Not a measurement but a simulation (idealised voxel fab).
Herein follows the process module entitled voxel wiring stack.
Each square cell in cross-section cut measures 5 nm, and the section as a whole is 210 nm wide.
How to read a cross-section here: the picture is a grid of square cells, written as bands going from the top down, and any band can span one or more rows of cells. The band entry comprises the height of the band's top followed by the height of its bottom, expressed in nm, and subsequently the band's materials from left to right, each stated together with its width in nm. Where a single material is marked with the word "full width", that material fills the band from edge to edge. The word "blank" represents empty space. Height is counted from the level 0, under which the received wafer is composed throughout of one material. The lowest of the bands is not closed at the bottom but continues downward, in the notation "z 0 and below". Per-row width for "30 to 40": begins at first number (top row of band), ends at second number (bottom row), increment between rows held constant. When a step is marked "nothing different", none of the cells in the cross-section changed during that step. Each empty space that has no open way to the top and spans at least 8 cells appears under "Enclosed empty spaces" as width x height at distance, the distance counted from the left edge, all in nm. Read whatever lies past the settings on a step's line as the simulator's own remark about the step. The setting "overlay nm" may be written on the line of a step. When the step uses a mask, the value reports how far to the right of the planned place the mask lay, and a negative value reports that it lay to the left.

-- Process steps foreseen in the plan
1 RECEIVE: material Si
2 CONFORMAL_DEP: material SiO2, thk nm 15
3 CONFORMAL_DEP: material SiCN, thk nm 5
4 DIRECTIONAL_DEP: material lowk, thk nm 15
5 PATTERN: tone open, mask id METAL_1, material resist, width nm 30, pitch nm 45, thk nm 15, overlay nm 0
6 DIRECTIONAL_ETCH: etch materials lowk, depth nm 15
7 DIRECTIONAL_ETCH: etch materials SiCN, depth nm 5
8 STRIP: etch materials resist
9 CONFORMAL_DEP: material TiN, thk nm 5
10 FILL_DEP: material W, thk nm 5
11 CMP: height nm 35
12 CONFORMAL_DEP: material SiCN, thk nm 5
13 DIRECTIONAL_DEP: material lowk, thk nm 20
14 PATTERN: tone open, mask id PLUG_1, material resist, width nm 15, pitch nm 45, thk nm 20, overlay nm 0
15 DIRECTIONAL_ETCH: etch materials lowk, depth nm 20
16 DIRECTIONAL_ETCH: etch materials SiCN, depth nm 5
17 STRIP: etch materials resist
18 CONFORMAL_DEP: material TiN, thk nm 5
19 FILL_DEP: material Ru, thk nm 10
20 CMP: height nm 60
21 DIRECTIONAL_DEP: material TiN, thk nm 5
22 DIRECTIONAL_DEP: material W, thk nm 25
23 DIRECTIONAL_DEP: material aC, thk nm 10
24 PATTERN: tone cover, mask id METAL_2, material resist, width nm 30, pitch nm 45, thk nm 30, overlay nm 0
25 DIRECTIONAL_ETCH: etch materials aC, depth nm 10
26 STRIP: etch materials resist
27 DIRECTIONAL_ETCH: etch materials W, depth nm 25
28 DIRECTIONAL_ETCH: etch materials TiN, depth nm 5
29 STRIP: etch materials aC
30 FILL_DEP: material lowk, thk nm 5
31 CMP: height nm 90
32 CONFORMAL_DEP: material SiCN, thk nm 5
33 DIRECTIONAL_DEP: material SiO2, thk nm 35
34 PATTERN: tone open, mask id METAL_3_HOLES, material resist, width nm 15, pitch nm 45, thk nm 20, overlay nm 0
35 DIRECTIONAL_ETCH: etch materials SiO2, depth nm 35
36 STRIP: etch materials resist
37 DIRECTIONAL_DEP: material aC, thk nm 15
38 PATTERN: tone open, mask id METAL_3, material resist, width nm 30, pitch nm 45, thk nm 30, overlay nm 0
39 DIRECTIONAL_ETCH: etch materials aC, depth nm 15
40 STRIP: etch materials resist
41 DIRECTIONAL_ETCH: etch materials SiO2, depth nm 20
42 DIRECTIONAL_ETCH: etch materials SiCN, depth nm 5
43 STRIP: etch materials aC
44 CONFORMAL_DEP: material TiN, thk nm 5
45 FILL_DEP: material Ru, thk nm 10
46 CMP: height nm 130
47 CONFORMAL_DEP: material SiN, thk nm 5

-- The first of two wafers, run as planned

-- Step 1 complete: cross-section of the wafer as received
> z 0 and below | Si full width
> Enclosed empty spaces: none

-- Cross-sectional representation of the wafer at the conclusion of step 2
> z 15 to 0 | SiO2 full width
> Unchanged below 0.

-- Cross-sectional representation of the wafer at the conclusion of step 3
> z 20 to 15 | SiCN full width
> Unchanged below 15.

-- Cross-sectional representation of the wafer at the conclusion of step 4
> z 35 to 20 | lowk full width
> Unchanged below 20.

-- Cross-sectional representation of the wafer at the conclusion of step 5
> z 50 to 35 | resist=20, blank=30, resist=15, blank=30, resist=15, blank=30, resist=15, blank=30, resist=25
> Unchanged below 35.

-- Cross-sectional representation of the wafer at the conclusion of step 6
> z 50 to 35 | resist=20, blank=30, resist=15, blank=30, resist=15, blank=30, resist=15, blank=30, resist=25
> z 35 to 20 | lowk=20, blank=30, lowk=15, blank=30, lowk=15, blank=30, lowk=15, blank=30, lowk=25
> Unchanged below 20.

-- Cross-sectional representation of the wafer at the conclusion of step 7
> z 50 to 35 | resist=20, blank=30, resist=15, blank=30, resist=15, blank=30, resist=15, blank=30, resist=25
> z 35 to 20 | lowk=20, blank=30, lowk=15, blank=30, lowk=15, blank=30, lowk=15, blank=30, lowk=25
> z 20 to 15 | SiCN=20, blank=30, SiCN=15, blank=30, SiCN=15, blank=30, SiCN=15, blank=30, SiCN=25
> Unchanged below 15.

-- Cross-sectional representation of the wafer at the conclusion of step 8
> z 35 to 20 | lowk=20, blank=30, lowk=15, blank=30, lowk=15, blank=30, lowk=15, blank=30, lowk=25
> Unchanged below 20.

-- Cross-sectional representation of the wafer at the conclusion of step 9
> z 40 to 35 | TiN=25, blank=20, TiN=25, blank=20, TiN=25, blank=20, TiN=25, blank=20, TiN=30
> z 35 to 20 | lowk=20, TiN=5, blank=20, TiN=5, lowk=15, TiN=5, blank=20, TiN=5, lowk=15, TiN=5, blank=20, TiN=5, lowk=15, TiN=5, blank=20, TiN=5, lowk=25
> z 20 to 15 | SiCN=20, TiN=30, SiCN=15, TiN=30, SiCN=15, TiN=30, SiCN=15, TiN=30, SiCN=25
> Unchanged below 15.

-- Cross-sectional representation of the wafer at the conclusion of step 10
> z 45 to 40 | W full width
> z 40 to 35 | TiN=25, W=20, TiN=25, W=20, TiN=25, W=20, TiN=25, W=20, TiN=30
> z 35 to 20 | lowk=20, TiN=5, W=20, TiN=5, lowk=15, TiN=5, W=20, TiN=5, lowk=15, TiN=5, W=20, TiN=5, lowk=15, TiN=5, W=20, TiN=5, lowk=25
> Unchanged below 20.

-- Cross-sectional representation of the wafer at the conclusion of step 11
> z 35 to 20 | lowk=20, TiN=5, W=20, TiN=5, lowk=15, TiN=5, W=20, TiN=5, lowk=15, TiN=5, W=20, TiN=5, lowk=15, TiN=5, W=20, TiN=5, lowk=25
> Unchanged below 20.

-- Cross-sectional representation of the wafer at the conclusion of step 12
> z 40 to 35 | SiCN full width
> Unchanged below 35.

-- Cross-sectional representation of the wafer at the conclusion of step 13
> z 60 to 40 | lowk full width
> Unchanged below 40.

-- Cross-sectional representation of the wafer at the conclusion of step 14
> z 80 to 60 | resist=20, blank=15, resist=30, blank=15, resist=30, blank=15, resist=30, blank=15, resist=40
> Unchanged below 60.

-- Cross-sectional representation of the wafer at the conclusion of step 15
> z 80 to 60 | resist=20, blank=15, resist=30, blank=15, resist=30, blank=15, resist=30, blank=15, resist=40
> z 60 to 40 | lowk=20, blank=15, lowk=30, blank=15, lowk=30, blank=15, lowk=30, blank=15, lowk=40
> Unchanged below 40.

-- Cross-sectional representation of the wafer at the conclusion of step 16
> z 80 to 60 | resist=20, blank=15, resist=30, blank=15, resist=30, blank=15, resist=30, blank=15, resist=40
> z 60 to 40 | lowk=20, blank=15, lowk=30, blank=15, lowk=30, blank=15, lowk=30, blank=15, lowk=40
> z 40 to 35 | SiCN=20, blank=15, SiCN=30, blank=15, SiCN=30, blank=15, SiCN=30, blank=15, SiCN=40
> Unchanged below 35.

-- Cross-sectional representation of the wafer at the conclusion of step 17
> z 60 to 40 | lowk=20, blank=15, lowk=30, blank=15, lowk=30, blank=15, lowk=30, blank=15, lowk=40
> Unchanged below 40.

-- Cross-sectional representation of the wafer at the conclusion of step 18
> z 65 to 60 | TiN=25, blank=5, TiN=40, blank=5, TiN=40, blank=5, TiN=40, blank=5, TiN=45
> z 60 to 40 | lowk=20, TiN=5, blank=5, TiN=5, lowk=30, TiN=5, blank=5, TiN=5, lowk=30, TiN=5, blank=5, TiN=5, lowk=30, TiN=5, blank=5, TiN=5, lowk=40
> z 40 to 35 | SiCN=20, TiN=15, SiCN=30, TiN=15, SiCN=30, TiN=15, SiCN=30, TiN=15, SiCN=40
> Unchanged below 35.

-- Cross-sectional representation of the wafer at the conclusion of step 19
> z 75 to 65 | Ru full width
> z 65 to 60 | TiN=25, Ru=5, TiN=40, Ru=5, TiN=40, Ru=5, TiN=40, Ru=5, TiN=45
> z 60 to 40 | lowk=20, TiN=5, Ru=5, TiN=5, lowk=30, TiN=5, Ru=5, TiN=5, lowk=30, TiN=5, Ru=5, TiN=5, lowk=30, TiN=5, Ru=5, TiN=5, lowk=40
> Unchanged below 40.

-- Cross-sectional representation of the wafer at the conclusion of step 20
> z 60 to 40 | lowk=20, TiN=5, Ru=5, TiN=5, lowk=30, TiN=5, Ru=5, TiN=5, lowk=30, TiN=5, Ru=5, TiN=5, lowk=30, TiN=5, Ru=5, TiN=5, lowk=40
> Unchanged below 40.

-- Cross-sectional representation of the wafer at the conclusion of step 21
> z 65 to 60 | TiN full width
> Unchanged below 60.

-- Cross-sectional representation of the wafer at the conclusion of step 22
> z 90 to 65 | W full width
> Unchanged below 65.

-- Cross-sectional representation of the wafer at the conclusion of step 23
> z 100 to 90 | aC full width
> Unchanged below 90.

-- Cross-sectional representation of the wafer at the conclusion of step 24
> z 130 to 100 | blank=20, resist=30, blank=15, resist=30, blank=15, resist=30, blank=15, resist=30, blank=25
> Unchanged below 100.

-- Cross-sectional representation of the wafer at the conclusion of step 25
> z 120 to 100 | blank=20, resist=30, blank=15, resist=30, blank=15, resist=30, blank=15, resist=30, blank=25
> z 100 to 90 | blank=20, aC=30, blank=15, aC=30, blank=15, aC=30, blank=15, aC=30, blank=25
> Unchanged below 90.

-- Cross-sectional representation of the wafer at the conclusion of step 26
> z 100 to 90 | blank=20, aC=30, blank=15, aC=30, blank=15, aC=30, blank=15, aC=30, blank=25
> Unchanged below 90.

-- Cross-sectional representation of the wafer at the conclusion of step 27
> z 100 to 90 | blank=20, aC=30, blank=15, aC=30, blank=15, aC=30, blank=15, aC=30, blank=25
> z 90 to 65 | blank=20, W=30, blank=15, W=30, blank=15, W=30, blank=15, W=30, blank=25
> Unchanged below 65.

-- Cross-sectional representation of the wafer at the conclusion of step 28
> z 100 to 90 | blank=20, aC=30, blank=15, aC=30, blank=15, aC=30, blank=15, aC=30, blank=25
> z 90 to 65 | blank=20, W=30, blank=15, W=30, blank=15, W=30, blank=15, W=30, blank=25
> z 65 to 60 | blank=20, TiN=30, blank=15, TiN=30, blank=15, TiN=30, blank=15, TiN=30, blank=25
> Unchanged below 60.

-- Cross-sectional representation of the wafer at the conclusion of step 29
> z 90 to 65 | blank=20, W=30, blank=15, W=30, blank=15, W=30, blank=15, W=30, blank=25
> Unchanged below 65.

-- Cross-sectional representation of the wafer at the conclusion of step 30
> z 95 to 90 | lowk full width
> z 90 to 65 | lowk=20, W=30, lowk=15, W=30, lowk=15, W=30, lowk=15, W=30, lowk=25
> z 65 to 60 | lowk=20, TiN=30, lowk=15, TiN=30, lowk=15, TiN=30, lowk=15, TiN=30, lowk=25
> Unchanged below 60.

-- Cross-sectional representation of the wafer at the conclusion of step 31
> z 90 to 65 | lowk=20, W=30, lowk=15, W=30, lowk=15, W=30, lowk=15, W=30, lowk=25
> Unchanged below 65.

-- Cross-sectional representation of the wafer at the conclusion of step 32
> z 95 to 90 | SiCN full width
> Unchanged below 90.

-- Cross-sectional representation of the wafer at the conclusion of step 33
> z 130 to 95 | SiO2 full width
> Unchanged below 95.

-- Cross-sectional representation of the wafer at the conclusion of step 34
> z 150 to 130 | resist=20, blank=15, resist=30, blank=15, resist=30, blank=15, resist=30, blank=15, resist=40
> Unchanged below 130.

-- Cross-sectional representation of the wafer at the conclusion of step 35
> z 150 to 130 | resist=20, blank=15, resist=30, blank=15, resist=30, blank=15, resist=30, blank=15, resist=40
> z 130 to 95 | SiO2=20, blank=15, SiO2=30, blank=15, SiO2=30, blank=15, SiO2=30, blank=15, SiO2=40
> Unchanged below 95.

-- Cross-sectional representation of the wafer at the conclusion of step 36
> z 130 to 95 | SiO2=20, blank=15, SiO2=30, blank=15, SiO2=30, blank=15, SiO2=30, blank=15, SiO2=40
> Unchanged below 95.

-- Cross-sectional representation of the wafer at the conclusion of step 37
> z 145 to 130 | aC=20, blank=15, aC=30, blank=15, aC=30, blank=15, aC=30, blank=15, aC=40
> z 130 to 110 | SiO2=20, blank=15, SiO2=30, blank=15, SiO2=30, blank=15, SiO2=30, blank=15, SiO2=40
> z 110 to 95 | SiO2=20, aC=15, SiO2=30, aC=15, SiO2=30, aC=15, SiO2=30, aC=15, SiO2=40
> Unchanged below 95.

-- Cross-sectional representation of the wafer at the conclusion of step 38
> z 175 to 145 | resist=20, blank=30, resist=15, blank=30, resist=15, blank=30, resist=15, blank=30, resist=25
> Unchanged below 145.

-- Cross-sectional representation of the wafer at the conclusion of step 39
> z 160 to 145 | resist=20, blank=30, resist=15, blank=30, resist=15, blank=30, resist=15, blank=30, resist=25
> z 145 to 130 | aC=20, blank=30, aC=15, blank=30, aC=15, blank=30, aC=15, blank=30, aC=25
> z 130 to 95 | SiO2=20, blank=15, SiO2=30, blank=15, SiO2=30, blank=15, SiO2=30, blank=15, SiO2=40
> Unchanged below 95.

-- Cross-sectional representation of the wafer at the conclusion of step 40
> z 145 to 130 | aC=20, blank=30, aC=15, blank=30, aC=15, blank=30, aC=15, blank=30, aC=25
> Unchanged below 130.

-- Cross-sectional representation of the wafer at the conclusion of step 41
> z 145 to 130 | aC=20, blank=30, aC=15, blank=30, aC=15, blank=30, aC=15, blank=30, aC=25
> z 130 to 110 | SiO2=20, blank=30, SiO2=15, blank=30, SiO2=15, blank=30, SiO2=15, blank=30, SiO2=25
> Unchanged below 110.

-- Cross-sectional representation of the wafer at the conclusion of step 42
> z 145 to 130 | aC=20, blank=30, aC=15, blank=30, aC=15, blank=30, aC=15, blank=30, aC=25
> z 130 to 110 | SiO2=20, blank=30, SiO2=15, blank=30, SiO2=15, blank=30, SiO2=15, blank=30, SiO2=25
> z 110 to 95 | SiO2=20, blank=15, SiO2=30, blank=15, SiO2=30, blank=15, SiO2=30, blank=15, SiO2=40
> z 95 to 90 | SiCN=20, blank=15, SiCN=30, blank=15, SiCN=30, blank=15, SiCN=30, blank=15, SiCN=40
> Unchanged below 90.

-- Cross-sectional representation of the wafer at the conclusion of step 43
> z 130 to 110 | SiO2=20, blank=30, SiO2=15, blank=30, SiO2=15, blank=30, SiO2=15, blank=30, SiO2=25
> Unchanged below 110.

-- Cross-sectional representation of the wafer at the conclusion of step 44
> z 135 to 130 | TiN=25, blank=20, TiN=25, blank=20, TiN=25, blank=20, TiN=25, blank=20, TiN=30
> z 130 to 115 | SiO2=20, TiN=5, blank=20, TiN=5, SiO2=15, TiN=5, blank=20, TiN=5, SiO2=15, TiN=5, blank=20, TiN=5, SiO2=15, TiN=5, blank=20, TiN=5, SiO2=25
> z 115 to 110 | SiO2=20, TiN=5, blank=5, TiN=20, SiO2=15, TiN=5, blank=5, TiN=20, SiO2=15, TiN=5, blank=5, TiN=20, SiO2=15, TiN=5, blank=5, TiN=20, SiO2=25
> z 110 to 95 | SiO2=20, TiN=5, blank=5, TiN=5, SiO2=30, TiN=5, blank=5, TiN=5, SiO2=30, TiN=5, blank=5, TiN=5, SiO2=30, TiN=5, blank=5, TiN=5, SiO2=40
> z 95 to 90 | SiCN=20, TiN=15, SiCN=30, TiN=15, SiCN=30, TiN=15, SiCN=30, TiN=15, SiCN=40
> Unchanged below 90.

-- Cross-sectional representation of the wafer at the conclusion of step 45
> z 145 to 135 | Ru full width
> z 135 to 130 | TiN=25, Ru=20, TiN=25, Ru=20, TiN=25, Ru=20, TiN=25, Ru=20, TiN=30
> z 130 to 115 | SiO2=20, TiN=5, Ru=20, TiN=5, SiO2=15, TiN=5, Ru=20, TiN=5, SiO2=15, TiN=5, Ru=20, TiN=5, SiO2=15, TiN=5, Ru=20, TiN=5, SiO2=25
> z 115 to 110 | SiO2=20, TiN=5, Ru=5, TiN=20, SiO2=15, TiN=5, Ru=5, TiN=20, SiO2=15, TiN=5, Ru=5, TiN=20, SiO2=15, TiN=5, Ru=5, TiN=20, SiO2=25
> z 110 to 95 | SiO2=20, TiN=5, Ru=5, TiN=5, SiO2=30, TiN=5, Ru=5, TiN=5, SiO2=30, TiN=5, Ru=5, TiN=5, SiO2=30, TiN=5, Ru=5, TiN=5, SiO2=40
> Unchanged below 95.

-- Cross-sectional representation of the wafer at the conclusion of step 46
> z 130 to 115 | SiO2=20, TiN=5, Ru=20, TiN=5, SiO2=15, TiN=5, Ru=20, TiN=5, SiO2=15, TiN=5, Ru=20, TiN=5, SiO2=15, TiN=5, Ru=20, TiN=5, SiO2=25
> Unchanged below 115.

-- Cross-sectional representation of the wafer at the conclusion of step 47
> z 135 to 130 | SiN full width
> Unchanged below 130.

-- Second Wafer (Identical Start and Plan, One Processing Error; Matches First Wafer Through Step 4)

-- Second wafer: cross-section at the scheduled end of step 5
> z 50 to 35 | resist=30, blank=30, resist=15, blank=30, resist=15, blank=30, resist=15, blank=30, resist=15
> Unchanged below 35.

-- Second wafer: cross-section at the scheduled end of step 6
> z 50 to 35 | resist=30, blank=30, resist=15, blank=30, resist=15, blank=30, resist=15, blank=30, resist=15
> z 35 to 20 | lowk=30, blank=30, lowk=15, blank=30, lowk=15, blank=30, lowk=15, blank=30, lowk=15
> Unchanged below 20.

-- Second wafer: cross-section at the scheduled end of step 7
> z 50 to 35 | resist=30, blank=30, resist=15, blank=30, resist=15, blank=30, resist=15, blank=30, resist=15
> z 35 to 20 | lowk=30, blank=30, lowk=15, blank=30, lowk=15, blank=30, lowk=15, blank=30, lowk=15
> z 20 to 15 | SiCN=30, blank=30, SiCN=15, blank=30, SiCN=15, blank=30, SiCN=15, blank=30, SiCN=15
> Unchanged below 15.

-- Second wafer: cross-section at the scheduled end of step 8
> z 35 to 20 | lowk=30, blank=30, lowk=15, blank=30, lowk=15, blank=30, lowk=15, blank=30, lowk=15
> Unchanged below 20.

-- Second wafer: cross-section at the scheduled end of step 9
> z 40 to 35 | TiN=35, blank=20, TiN=25, blank=20, TiN=25, blank=20, TiN=25, blank=20, TiN=20
> z 35 to 20 | lowk=30, TiN=5, blank=20, TiN=5, lowk=15, TiN=5, blank=20, TiN=5, lowk=15, TiN=5, blank=20, TiN=5, lowk=15, TiN=5, blank=20, TiN=5, lowk=15
> z 20 to 15 | SiCN=30, TiN=30, SiCN=15, TiN=30, SiCN=15, TiN=30, SiCN=15, TiN=30, SiCN=15
> Unchanged below 15.

-- Second wafer: cross-section at the scheduled end of step 10
> z 45 to 40 | W full width
> z 40 to 35 | TiN=35, W=20, TiN=25, W=20, TiN=25, W=20, TiN=25, W=20, TiN=20
> z 35 to 20 | lowk=30, TiN=5, W=20, TiN=5, lowk=15, TiN=5, W=20, TiN=5, lowk=15, TiN=5, W=20, TiN=5, lowk=15, TiN=5, W=20, TiN=5, lowk=15
> Unchanged below 20.

-- Second wafer: cross-section at the scheduled end of step 11
> z 35 to 20 | lowk=30, TiN=5, W=20, TiN=5, lowk=15, TiN=5, W=20, TiN=5, lowk=15, TiN=5, W=20, TiN=5, lowk=15, TiN=5, W=20, TiN=5, lowk=15
> Unchanged below 20.

-- Second wafer: cross-section at the scheduled end of step 12
> z 40 to 35 | SiCN full width
> Unchanged below 35.

-- Second wafer: cross-section at the scheduled end of step 13
> z 60 to 40 | lowk full width
> Unchanged below 40.

-- Second wafer: cross-section at the scheduled end of step 14
> z 80 to 60 | resist=20, blank=15, resist=30, blank=15, resist=30, blank=15, resist=30, blank=15, resist=40
> Unchanged below 60.

-- Second wafer: cross-section at the scheduled end of step 15
> z 80 to 60 | resist=20, blank=15, resist=30, blank=15, resist=30, blank=15, resist=30, blank=15, resist=40
> z 60 to 40 | lowk=20, blank=15, lowk=30, blank=15, lowk=30, blank=15, lowk=30, blank=15, lowk=40
> Unchanged below 40.

-- Second wafer: cross-section at the scheduled end of step 16
> z 80 to 60 | resist=20, blank=15, resist=30, blank=15, resist=30, blank=15, resist=30, blank=15, resist=40
> z 60 to 40 | lowk=20, blank=15, lowk=30, blank=15, lowk=30, blank=15, lowk=30, blank=15, lowk=40
> z 40 to 35 | SiCN=20, blank=15, SiCN=30, blank=15, SiCN=30, blank=15, SiCN=30, blank=15, SiCN=40
> Unchanged below 35.

-- Second wafer: cross-section at the scheduled end of step 17
> z 60 to 40 | lowk=20, blank=15, lowk=30, blank=15, lowk=30, blank=15, lowk=30, blank=15, lowk=40
> Unchanged below 40.

-- Second wafer: cross-section at the scheduled end of step 18
> z 65 to 60 | TiN=25, blank=5, TiN=40, blank=5, TiN=40, blank=5, TiN=40, blank=5, TiN=45
> z 60 to 40 | lowk=20, TiN=5, blank=5, TiN=5, lowk=30, TiN=5, blank=5, TiN=5, lowk=30, TiN=5, blank=5, TiN=5, lowk=30, TiN=5, blank=5, TiN=5, lowk=40
> z 40 to 35 | SiCN=20, TiN=15, SiCN=30, TiN=15, SiCN=30, TiN=15, SiCN=30, TiN=15, SiCN=40
> Unchanged below 35.

-- Second wafer: cross-section at the scheduled end of step 19
> z 75 to 65 | Ru full width
> z 65 to 60 | TiN=25, Ru=5, TiN=40, Ru=5, TiN=40, Ru=5, TiN=40, Ru=5, TiN=45
> z 60 to 40 | lowk=20, TiN=5, Ru=5, TiN=5, lowk=30, TiN=5, Ru=5, TiN=5, lowk=30, TiN=5, Ru=5, TiN=5, lowk=30, TiN=5, Ru=5, TiN=5, lowk=40
> Unchanged below 40.

-- Second wafer: cross-section at the scheduled end of step 20
> z 60 to 40 | lowk=20, TiN=5, Ru=5, TiN=5, lowk=30, TiN=5, Ru=5, TiN=5, lowk=30, TiN=5, Ru=5, TiN=5, lowk=30, TiN=5, Ru=5, TiN=5, lowk=40
> Unchanged below 40.

-- Second wafer: cross-section at the scheduled end of step 21
> z 65 to 60 | TiN full width
> Unchanged below 60.

-- Second wafer: cross-section at the scheduled end of step 22
> z 90 to 65 | W full width
> Unchanged below 65.

-- Second wafer: cross-section at the scheduled end of step 23
> z 100 to 90 | aC full width
> Unchanged below 90.

-- Second wafer: cross-section at the scheduled end of step 24
> z 130 to 100 | blank=20, resist=30, blank=15, resist=30, blank=15, resist=30, blank=15, resist=30, blank=25
> Unchanged below 100.

-- Second wafer: cross-section at the scheduled end of step 25
> z 120 to 100 | blank=20, resist=30, blank=15, resist=30, blank=15, resist=30, blank=15, resist=30, blank=25
> z 100 to 90 | blank=20, aC=30, blank=15, aC=30, blank=15, aC=30, blank=15, aC=30, blank=25
> Unchanged below 90.

-- Second wafer: cross-section at the scheduled end of step 26
> z 100 to 90 | blank=20, aC=30, blank=15, aC=30, blank=15, aC=30, blank=15, aC=30, blank=25
> Unchanged below 90.

-- Second wafer: cross-section at the scheduled end of step 27
> z 100 to 90 | blank=20, aC=30, blank=15, aC=30, blank=15, aC=30, blank=15, aC=30, blank=25
> z 90 to 65 | blank=20, W=30, blank=15, W=30, blank=15, W=30, blank=15, W=30, blank=25
> Unchanged below 65.

-- Second wafer: cross-section at the scheduled end of step 28
> z 100 to 90 | blank=20, aC=30, blank=15, aC=30, blank=15, aC=30, blank=15, aC=30, blank=25
> z 90 to 65 | blank=20, W=30, blank=15, W=30, blank=15, W=30, blank=15, W=30, blank=25
> z 65 to 60 | blank=20, TiN=30, blank=15, TiN=30, blank=15, TiN=30, blank=15, TiN=30, blank=25
> Unchanged below 60.

-- Second wafer: cross-section at the scheduled end of step 29
> z 90 to 65 | blank=20, W=30, blank=15, W=30, blank=15, W=30, blank=15, W=30, blank=25
> Unchanged below 65.

-- Second wafer: cross-section at the scheduled end of step 30
> z 95 to 90 | lowk full width
> z 90 to 65 | lowk=20, W=30, lowk=15, W=30, lowk=15, W=30, lowk=15, W=30, lowk=25
> z 65 to 60 | lowk=20, TiN=30, lowk=15, TiN=30, lowk=15, TiN=30, lowk=15, TiN=30, lowk=25
> Unchanged below 60.

-- Second wafer: cross-section at the scheduled end of step 31
> z 90 to 65 | lowk=20, W=30, lowk=15, W=30, lowk=15, W=30, lowk=15, W=30, lowk=25
> Unchanged below 65.

-- Second wafer: cross-section at the scheduled end of step 32
> z 95 to 90 | SiCN full width
> Unchanged below 90.

-- Second wafer: cross-section at the scheduled end of step 33
> z 130 to 95 | SiO2 full width
> Unchanged below 95.

-- Second wafer: cross-section at the scheduled end of step 34
> z 150 to 130 | resist=20, blank=15, resist=30, blank=15, resist=30, blank=15, resist=30, blank=15, resist=40
> Unchanged below 130.

-- Second wafer: cross-section at the scheduled end of step 35
> z 150 to 130 | resist=20, blank=15, resist=30, blank=15, resist=30, blank=15, resist=30, blank=15, resist=40
> z 130 to 95 | SiO2=20, blank=15, SiO2=30, blank=15, SiO2=30, blank=15, SiO2=30, blank=15, SiO2=40
> Unchanged below 95.

-- Second wafer: cross-section at the scheduled end of step 36
> z 130 to 95 | SiO2=20, blank=15, SiO2=30, blank=15, SiO2=30, blank=15, SiO2=30, blank=15, SiO2=40
> Unchanged below 95.

-- Second wafer: cross-section at the scheduled end of step 37
> z 145 to 130 | aC=20, blank=15, aC=30, blank=15, aC=30, blank=15, aC=30, blank=15, aC=40
> z 130 to 110 | SiO2=20, blank=15, SiO2=30, blank=15, SiO2=30, blank=15, SiO2=30, blank=15, SiO2=40
> z 110 to 95 | SiO2=20, aC=15, SiO2=30, aC=15, SiO2=30, aC=15, SiO2=30, aC=15, SiO2=40
> Unchanged below 95.

-- Second wafer: cross-section at the scheduled end of step 38
> z 175 to 145 | resist=20, blank=30, resist=15, blank=30, resist=15, blank=30, resist=15, blank=30, resist=25
> Unchanged below 145.

-- Second wafer: cross-section at the scheduled end of step 39
> z 160 to 145 | resist=20, blank=30, resist=15, blank=30, resist=15, blank=30, resist=15, blank=30, resist=25
> z 145 to 130 | aC=20, blank=30, aC=15, blank=30, aC=15, blank=30, aC=15, blank=30, aC=25
> z 130 to 95 | SiO2=20, blank=15, SiO2=30, blank=15, SiO2=30, blank=15, SiO2=30, blank=15, SiO2=40
> Unchanged below 95.

-- Second wafer: cross-section at the scheduled end of step 40
> z 145 to 130 | aC=20, blank=30, aC=15, blank=30, aC=15, blank=30, aC=15, blank=30, aC=25
> Unchanged below 130.

-- Second wafer: cross-section at the scheduled end of step 41
> z 145 to 130 | aC=20, blank=30, aC=15, blank=30, aC=15, blank=30, aC=15, blank=30, aC=25
> z 130 to 110 | SiO2=20, blank=30, SiO2=15, blank=30, SiO2=15, blank=30, SiO2=15, blank=30, SiO2=25
> Unchanged below 110.

-- Second wafer: cross-section at the scheduled end of step 42
> z 145 to 130 | aC=20, blank=30, aC=15, blank=30, aC=15, blank=30, aC=15, blank=30, aC=25
> z 130 to 110 | SiO2=20, blank=30, SiO2=15, blank=30, SiO2=15, blank=30, SiO2=15, blank=30, SiO2=25
> z 110 to 95 | SiO2=20, blank=15, SiO2=30, blank=15, SiO2=30, blank=15, SiO2=30, blank=15, SiO2=40
> z 95 to 90 | SiCN=20, blank=15, SiCN=30, blank=15, SiCN=30, blank=15, SiCN=30, blank=15, SiCN=40
> Unchanged below 90.

-- Second wafer: cross-section at the scheduled end of step 43
> z 130 to 110 | SiO2=20, blank=30, SiO2=15, blank=30, SiO2=15, blank=30, SiO2=15, blank=30, SiO2=25
> Unchanged below 110.

-- Second wafer: cross-section at the scheduled end of step 44
> z 135 to 130 | TiN=25, blank=20, TiN=25, blank=20, TiN=25, blank=20, TiN=25, blank=20, TiN=30
> z 130 to 115 | SiO2=20, TiN=5, blank=20, TiN=5, SiO2=15, TiN=5, blank=20, TiN=5, SiO2=15, TiN=5, blank=20, TiN=5, SiO2=15, TiN=5, blank=20, TiN=5, SiO2=25
> z 115 to 110 | SiO2=20, TiN=5, blank=5, TiN=20, SiO2=15, TiN=5, blank=5, TiN=20, SiO2=15, TiN=5, blank=5, TiN=20, SiO2=15, TiN=5, blank=5, TiN=20, SiO2=25
> z 110 to 95 | SiO2=20, TiN=5, blank=5, TiN=5, SiO2=30, TiN=5, blank=5, TiN=5, SiO2=30, TiN=5, blank=5, TiN=5, SiO2=30, TiN=5, blank=5, TiN=5, SiO2=40
> z 95 to 90 | SiCN=20, TiN=15, SiCN=30, TiN=15, SiCN=30, TiN=15, SiCN=30, TiN=15, SiCN=40
> Unchanged below 90.

-- Second wafer: cross-section at the scheduled end of step 45
> z 145 to 135 | Ru full width
> z 135 to 130 | TiN=25, Ru=20, TiN=25, Ru=20, TiN=25, Ru=20, TiN=25, Ru=20, TiN=30
> z 130 to 115 | SiO2=20, TiN=5, Ru=20, TiN=5, SiO2=15, TiN=5, Ru=20, TiN=5, SiO2=15, TiN=5, Ru=20, TiN=5, SiO2=15, TiN=5, Ru=20, TiN=5, SiO2=25
> z 115 to 110 | SiO2=20, TiN=5, Ru=5, TiN=20, SiO2=15, TiN=5, Ru=5, TiN=20, SiO2=15, TiN=5, Ru=5, TiN=20, SiO2=15, TiN=5, Ru=5, TiN=20, SiO2=25
> z 110 to 95 | SiO2=20, TiN=5, Ru=5, TiN=5, SiO2=30, TiN=5, Ru=5, TiN=5, SiO2=30, TiN=5, Ru=5, TiN=5, SiO2=30, TiN=5, Ru=5, TiN=5, SiO2=40
> Unchanged below 95.

-- Second wafer: cross-section at the scheduled end of step 46
> z 130 to 115 | SiO2=20, TiN=5, Ru=20, TiN=5, SiO2=15, TiN=5, Ru=20, TiN=5, SiO2=15, TiN=5, Ru=20, TiN=5, SiO2=15, TiN=5, Ru=20, TiN=5, SiO2=25
> Unchanged below 115.

-- Second wafer: cross-section at the scheduled end of step 47
> z 135 to 130 | SiN full width
> Unchanged below 130.
Misprocessing identified: step 5 changed vs plan, executed as PATTERN: tone open, mask id METAL_1, material resist, width nm 30, pitch nm 45, thk nm 15, overlay nm 10
In the final comparison it is observed that the number of cells assigned to each material is identical for the two wafers, whereas their placement is not.
